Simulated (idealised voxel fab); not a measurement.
Process module, titled voxel lift off
Square cell edge 5 nm, section width 270 nm, ID cut.
Bands, listed from the top down, are how a cross-section gets written in this document; the cross-section itself is a grid of square cells, and a band is one or more rows of them.
Band: top height; bottom height; in nm. Then, left to right: material with width in nm, for each material. "full width": a single material spanning edge to edge. "air": empty space.
Height datum 0, below which the as-received substrate wafer is one material. Lowest band open at the bottom, running downward: "top 0, no bottom".
You'd read "30 to 40" like this: the band's top row of cells is as wide as the first number, its bottom row is as wide as the second, and going down, every row changes width by the same amount as the row before did.
Basically "remains unaltered" means that step didn't change any cell in the cross-section.
The entry "Closed void inventory" lists the empty spaces that cover at least 8 cells and have no open path to the top. Each is written as width x height at distance, where the distance is measured from the left edge and all three values are in nm.
On a step's line, text after the settings is the simulator commenting on that step.
overlay nm: mask offset rightward from planned place, masked step; negative means leftward offset.

[Here's what the planned process steps look like]
- 1: RECEIVE with material Si
- 2: CONFORMAL_DEP with material SiN, thk nm 5
- 3: PATTERN with tone open, mask id LINES, material resist, width nm 15, pitch nm 45, thk nm 20, overlay nm 0
- 4: DIRECTIONAL_DEP with material Ru, thk nm 10
- 5: STRIP with etch materials resist
- 6: CONFORMAL_DEP with material SiCN, thk nm 10

[The first of two wafers, run as planned]

[Step 1 complete: cross-section of the wafer as received]
	top 0, no bottom: Si full width
	Closed void inventory: none

[Once step 2 is through, the wafer looks like this in cross-section]
	top 5, bottom 0: SiN full width
	Beneath the level 0, the cross-section is identical to its previous state.

[Once step 3 is through, the wafer looks like this in cross-section]
	top 25, bottom 5: 60 nm resist; 15 nm air; 30 nm resist; 15 nm air; 30 nm resist; 15 nm air; 30 nm resist; 15 nm air; 60 nm resist
	Beneath the level 5, the cross-section is identical to its previous state.

[Once step 4 is through, the wafer looks like this in cross-section]
	top 35, bottom 25: 60 nm Ru; 15 nm air; 30 nm Ru; 15 nm air; 30 nm Ru; 15 nm air; 30 nm Ru; 15 nm air; 60 nm Ru
	top 25, bottom 15: 60 nm resist; 15 nm air; 30 nm resist; 15 nm air; 30 nm resist; 15 nm air; 30 nm resist; 15 nm air; 60 nm resist
	top 15, bottom 5: 60 nm resist; 15 nm Ru; 30 nm resist; 15 nm Ru; 30 nm resist; 15 nm Ru; 30 nm resist; 15 nm Ru; 60 nm resist
	Beneath the level 5, the cross-section is identical to its previous state.

[Once step 5 is through, the wafer looks like this in cross-section]
	top 15, bottom 5: 60 nm air; 15 nm Ru; 30 nm air; 15 nm Ru; 30 nm air; 15 nm Ru; 30 nm air; 15 nm Ru; 60 nm air
	Beneath the level 5, the cross-section is identical to its previous state.

[Once step 6 is through, the wafer looks like this in cross-section]
	top 25, bottom 15: 50 nm air; 35 nm SiCN; 10 nm air; 35 nm SiCN; 10 nm air; 35 nm SiCN; 10 nm air; 35 nm SiCN; 50 nm air
	top 15, bottom 5: 60 nm SiCN; 15 nm Ru; 30 nm SiCN; 15 nm Ru; 30 nm SiCN; 15 nm Ru; 30 nm SiCN; 15 nm Ru; 60 nm SiCN
	Beneath the level 5, the cross-section is identical to its previous state.

[Notes, second wafer: start = first wafer's, plan = first wafer's, execution had one mistake; history identical to first through step 5]

Cross-section of the second wafer at the time step 6 of the plan should have ended: remains unaltered
Heads up, the wafer didn't run the way we planned it: step 6 of the plan was excluded from execution and never run
Count the cells at the end and the second wafer has more or fewer of some materials than the first: SiCN: 140 fewer
